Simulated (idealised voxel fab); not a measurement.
voxel self aligned vias: a process module
FYI the section here is cut, 250 nm wide, cells are 5 nm squares.
A cross-section is a grid of square cells, given in bands from the top down. A band is one or more rows of cells. A band entry consists of two parts. The first gives the height of the band's top and the height of its bottom, in nm. The rest lists the band's materials from left to right, each with its width in nm. A single material labelled with the word "all across" fills the band from edge to edge, and the word "air" marks empty space. Counting heights begins at 0, where everything beneath is, in the wafer as received, one material. The lowest band has no bottom; it goes on downwards, as "z 0 and below" shows. Note: "30->40" means the width goes from the first number (top row of the band) to the second number (bottom row) in equal steps per row of cells. "all unchanged" for a step: no cell of the cross-section changed in that step. "Enclosed voids": empty spaces of 8 cells or more with no open way to the top, each given as width x height at distance, distance from the left edge, all in nm. Post-settings text on a step line: simulator's own remark regarding the step. overlay nm: how far to the right of its planned place the mask lay on this masked step (negative: to the left).
## plan
1: RECEIVE with material Si
2: CONFORMAL_DEP with material SiO2, thk nm 10
3: CONFORMAL_DEP with material SiCN, thk nm 5
4: DIRECTIONAL_DEP with material SiO2, thk nm 20
5: PATTERN with tone open, mask id LINES, material resist, width nm 30, pitch nm 55, thk nm 15, overlay nm 0
6: DIRECTIONAL_ETCH with etch materials SiO2, depth nm 20
7: STRIP with etch materials resist
8: CONFORMAL_DEP with material TiN, thk nm 5
9: FILL_DEP with material Ru, thk nm 5
10: CMP with height nm 35
11: SELECTIVE_ETCH with etch materials W Ru TiN, depth nm 5
12: FILL_DEP with material SiN, thk nm 10
13: CMP with height nm 35
14: DIRECTIONAL_DEP with material SiO2, thk nm 20
15: MASKED_ETCH with tone open, mask id VIAS, width nm 40, pitch nm 55, etch materials SiO2, depth nm 20, overlay nm 0
16: MASKED_ETCH with tone open, mask id VIAS, width nm 40, pitch nm 55, etch materials SiN, depth nm 5, overlay nm 0
17: CONFORMAL_DEP with material TiN, thk nm 5
18: FILL_DEP with material Ru, thk nm 10
19: CMP with height nm 55
20: CONFORMAL_DEP with material SiCN, thk nm 5
## First wafer, two in total, run as planned
## Cross-section of the wafer upon arrival, representing the state reached after step 1
* z 0 and below  Si all across
* Enclosed voids: none
## After step 2: wafer cross-section
* z 10 to 0  SiO2 all across
* Note: structure below 0 unchanged.
## After step 3: wafer cross-section
* z 15 to 10  SiCN all across
* Note: structure below 10 unchanged.
## After step 4: wafer cross-section
* z 35 to 15  SiO2 all across
* Note: structure below 15 unchanged.
## After step 5: wafer cross-section
* z 50 to 35  resist 55 nm, then air 30 nm, then resist 25 nm, then air 30 nm, then resist 25 nm, then air 30 nm, then resist 55 nm
* Note: structure below 35 unchanged.
## After step 6: wafer cross-section
* z 50 to 35  resist 55 nm, then air 30 nm, then resist 25 nm, then air 30 nm, then resist 25 nm, then air 30 nm, then resist 55 nm
* z 35 to 15  SiO2 55 nm, then air 30 nm, then SiO2 25 nm, then air 30 nm, then SiO2 25 nm, then air 30 nm, then SiO2 55 nm
* Note: structure below 15 unchanged.
## After step 7: wafer cross-section
* z 35 to 15  SiO2 55 nm, then air 30 nm, then SiO2 25 nm, then air 30 nm, then SiO2 25 nm, then air 30 nm, then SiO2 55 nm
* Note: structure below 15 unchanged.
## After step 8: wafer cross-section
* z 40 to 35  TiN 60 nm, then air 20 nm, then TiN 35 nm, then air 20 nm, then TiN 35 nm, then air 20 nm, then TiN 60 nm
* z 35 to 20  SiO2 55 nm, then TiN 5 nm, then air 20 nm, then TiN 5 nm, then SiO2 25 nm, then TiN 5 nm, then air 20 nm, then TiN 5 nm, then SiO2 25 nm, then TiN 5 nm, then air 20 nm, then TiN 5 nm, then SiO2 55 nm
* z 20 to 15  SiO2 55 nm, then TiN 30 nm, then SiO2 25 nm, then TiN 30 nm, then SiO2 25 nm, then TiN 30 nm, then SiO2 55 nm
* Note: structure below 15 unchanged.
## After step 9: wafer cross-section
* z 45 to 40  Ru all across
* z 40 to 35  TiN 60 nm, then Ru 20 nm, then TiN 35 nm, then Ru 20 nm, then TiN 35 nm, then Ru 20 nm, then TiN 60 nm
* z 35 to 20  SiO2 55 nm, then TiN 5 nm, then Ru 20 nm, then TiN 5 nm, then SiO2 25 nm, then TiN 5 nm, then Ru 20 nm, then TiN 5 nm, then SiO2 25 nm, then TiN 5 nm, then Ru 20 nm, then TiN 5 nm, then SiO2 55 nm
* Note: structure below 20 unchanged.
## After step 10: wafer cross-section
* z 35 to 20  SiO2 55 nm, then TiN 5 nm, then Ru 20 nm, then TiN 5 nm, then SiO2 25 nm, then TiN 5 nm, then Ru 20 nm, then TiN 5 nm, then SiO2 25 nm, then TiN 5 nm, then Ru 20 nm, then TiN 5 nm, then SiO2 55 nm
* Note: structure below 20 unchanged.
## After step 11: wafer cross-section
* z 35 to 30  SiO2 55 nm, then air 30 nm, then SiO2 25 nm, then air 30 nm, then SiO2 25 nm, then air 30 nm, then SiO2 55 nm
* Note: structure below 30 unchanged.
## After step 12: wafer cross-section
* z 45 to 35  SiN all across
* z 35 to 30  SiO2 55 nm, then SiN 30 nm, then SiO2 25 nm, then SiN 30 nm, then SiO2 25 nm, then SiN 30 nm, then SiO2 55 nm
* Note: structure below 30 unchanged.
## After step 13: wafer cross-section
* z 35 to 30  SiO2 55 nm, then SiN 30 nm, then SiO2 25 nm, then SiN 30 nm, then SiO2 25 nm, then SiN 30 nm, then SiO2 55 nm
* Note: structure below 30 unchanged.
## After step 14: wafer cross-section
* z 55 to 35  SiO2 all across
* Note: structure below 35 unchanged.
## After step 15: wafer cross-section
* z 55 to 35  SiO2 50 nm, then air 40 nm, then SiO2 15 nm, then air 40 nm, then SiO2 15 nm, then air 40 nm, then SiO2 50 nm
* Note: structure below 35 unchanged.
## After step 16: wafer cross-section
* z 55 to 35  SiO2 50 nm, then air 40 nm, then SiO2 15 nm, then air 40 nm, then SiO2 15 nm, then air 40 nm, then SiO2 50 nm
* z 35 to 30  SiO2 55 nm, then air 30 nm, then SiO2 25 nm, then air 30 nm, then SiO2 25 nm, then air 30 nm, then SiO2 55 nm
* Note: structure below 30 unchanged.
## After step 17: wafer cross-section
* z 60 to 55  TiN 55 nm, then air 30 nm, then TiN 25 nm, then air 30 nm, then TiN 25 nm, then air 30 nm, then TiN 55 nm
* z 55 to 40  SiO2 50 nm, then TiN 5 nm, then air 30 nm, then TiN 5 nm, then SiO2 15 nm, then TiN 5 nm, then air 30 nm, then TiN 5 nm, then SiO2 15 nm, then TiN 5 nm, then air 30 nm, then TiN 5 nm, then SiO2 50 nm
* z 40 to 35  SiO2 50 nm, then TiN 10 nm, then air 20 nm, then TiN 10 nm, then SiO2 15 nm, then TiN 10 nm, then air 20 nm, then TiN 10 nm, then SiO2 15 nm, then TiN 10 nm, then air 20 nm, then TiN 10 nm, then SiO2 50 nm
* z 35 to 30  SiO2 55 nm, then TiN 30 nm, then SiO2 25 nm, then TiN 30 nm, then SiO2 25 nm, then TiN 30 nm, then SiO2 55 nm
* Note: structure below 30 unchanged.
## After step 18: wafer cross-section
* z 70 to 60  Ru all across
* z 60 to 55  TiN 55 nm, then Ru 30 nm, then TiN 25 nm, then Ru 30 nm, then TiN 25 nm, then Ru 30 nm, then TiN 55 nm
* z 55 to 40  SiO2 50 nm, then TiN 5 nm, then Ru 30 nm, then TiN 5 nm, then SiO2 15 nm, then TiN 5 nm, then Ru 30 nm, then TiN 5 nm, then SiO2 15 nm, then TiN 5 nm, then Ru 30 nm, then TiN 5 nm, then SiO2 50 nm
* z 40 to 35  SiO2 50 nm, then TiN 10 nm, then Ru 20 nm, then TiN 10 nm, then SiO2 15 nm, then TiN 10 nm, then Ru 20 nm, then TiN 10 nm, then SiO2 15 nm, then TiN 10 nm, then Ru 20 nm, then TiN 10 nm, then SiO2 50 nm
* Note: structure below 35 unchanged.
## After step 19: wafer cross-section
* z 55 to 40  SiO2 50 nm, then TiN 5 nm, then Ru 30 nm, then TiN 5 nm, then SiO2 15 nm, then TiN 5 nm, then Ru 30 nm, then TiN 5 nm, then SiO2 15 nm, then TiN 5 nm, then Ru 30 nm, then TiN 5 nm, then SiO2 50 nm
* Note: structure below 40 unchanged.
## After step 20: wafer cross-section
* z 60 to 55  SiCN all across
* Note: structure below 55 unchanged.
## For the second wafer, take the first wafer's start and plan, then add one mistake made in running it; everything through step 2, that step included, is shared with the first
## Look at the second wafer in cross-section at the time step 3 ought to have finished
* z 30 to 0  SiO2 all across
* Note: structure below 0 unchanged.
## Look at the second wafer in cross-section at the time step 4 ought to have finished
* z 35 to 30  SiCN all across
* Note: structure below 30 unchanged.
## Look at the second wafer in cross-section at the time step 5 ought to have finished
* z 50 to 35  resist 55 nm, then air 30 nm, then resist 25 nm, then air 30 nm, then resist 25 nm, then air 30 nm, then resist 55 nm
* Note: structure below 35 unchanged.
Look at the second wafer in cross-section at the time step 6 ought to have finished: all unchanged
## Look at the second wafer in cross-section at the time step 7 ought to have finished
* z 35 to 30  SiCN all across
* Note: structure below 30 unchanged.
## Look at the second wafer in cross-section at the time step 8 ought to have finished
* z 40 to 35  TiN all across
* Note: structure below 35 unchanged.
## Look at the second wafer in cross-section at the time step 9 ought to have finished
* z 45 to 40  Ru all across
* Note: structure below 40 unchanged.
## Look at the second wafer in cross-section at the time step 10 ought to have finished
* z 35 to 30  SiCN all across
* Note: structure below 30 unchanged.
Look at the second wafer in cross-section at the time step 11 ought to have finished: all unchanged
## Look at the second wafer in cross-section at the time step 12 ought to have finished
* z 45 to 35  SiN all across
* Note: structure below 35 unchanged.
## Look at the second wafer in cross-section at the time step 13 ought to have finished
* z 35 to 30  SiCN all across
* Note: structure below 30 unchanged.
## Look at the second wafer in cross-section at the time step 14 ought to have finished
* z 55 to 35  SiO2 all across
* Note: structure below 35 unchanged.
## Look at the second wafer in cross-section at the time step 15 ought to have finished
* z 55 to 35  SiO2 50 nm, then air 40 nm, then SiO2 15 nm, then air 40 nm, then SiO2 15 nm, then air 40 nm, then SiO2 50 nm
* Note: structure below 35 unchanged.
Look at the second wafer in cross-section at the time step 16 ought to have finished: all unchanged
## Look at the second wafer in cross-section at the time step 17 ought to have finished
* z 60 to 55  TiN 55 nm, then air 30 nm, then TiN 25 nm, then air 30 nm, then TiN 25 nm, then air 30 nm, then TiN 55 nm
* z 55 to 40  SiO2 50 nm, then TiN 5 nm, then air 30 nm, then TiN 5 nm, then SiO2 15 nm, then TiN 5 nm, then air 30 nm, then TiN 5 nm, then SiO2 15 nm, then TiN 5 nm, then air 30 nm, then TiN 5 nm, then SiO2 50 nm
* z 40 to 35  SiO2 50 nm, then TiN 40 nm, then SiO2 15 nm, then TiN 40 nm, then SiO2 15 nm, then TiN 40 nm, then SiO2 50 nm
* Note: structure below 35 unchanged.
## Look at the second wafer in cross-section at the time step 18 ought to have finished
* z 70 to 60  Ru all across
* z 60 to 55  TiN 55 nm, then Ru 30 nm, then TiN 25 nm, then Ru 30 nm, then TiN 25 nm, then Ru 30 nm, then TiN 55 nm
* z 55 to 40  SiO2 50 nm, then TiN 5 nm, then Ru 30 nm, then TiN 5 nm, then SiO2 15 nm, then TiN 5 nm, then Ru 30 nm, then TiN 5 nm, then SiO2 15 nm, then TiN 5 nm, then Ru 30 nm, then TiN 5 nm, then SiO2 50 nm
* Note: structure below 40 unchanged.
## Look at the second wafer in cross-section at the time step 19 ought to have finished
* z 55 to 40  SiO2 50 nm, then TiN 5 nm, then Ru 30 nm, then TiN 5 nm, then SiO2 15 nm, then TiN 5 nm, then Ru 30 nm, then TiN 5 nm, then SiO2 15 nm, then TiN 5 nm, then Ru 30 nm, then TiN 5 nm, then SiO2 50 nm
* Note: structure below 40 unchanged.
## Look at the second wafer in cross-section at the time step 20 ought to have finished
* z 60 to 55  SiCN all across
* Note: structure below 55 unchanged.
Error vs. plan: transposition of steps 3 and 4 relative to the planned sequence
Final difference in cells, second wafer against first, listed per material as more or fewer: 36 fewer of Ru; 72 more of SiO2; 36 fewer of TiN
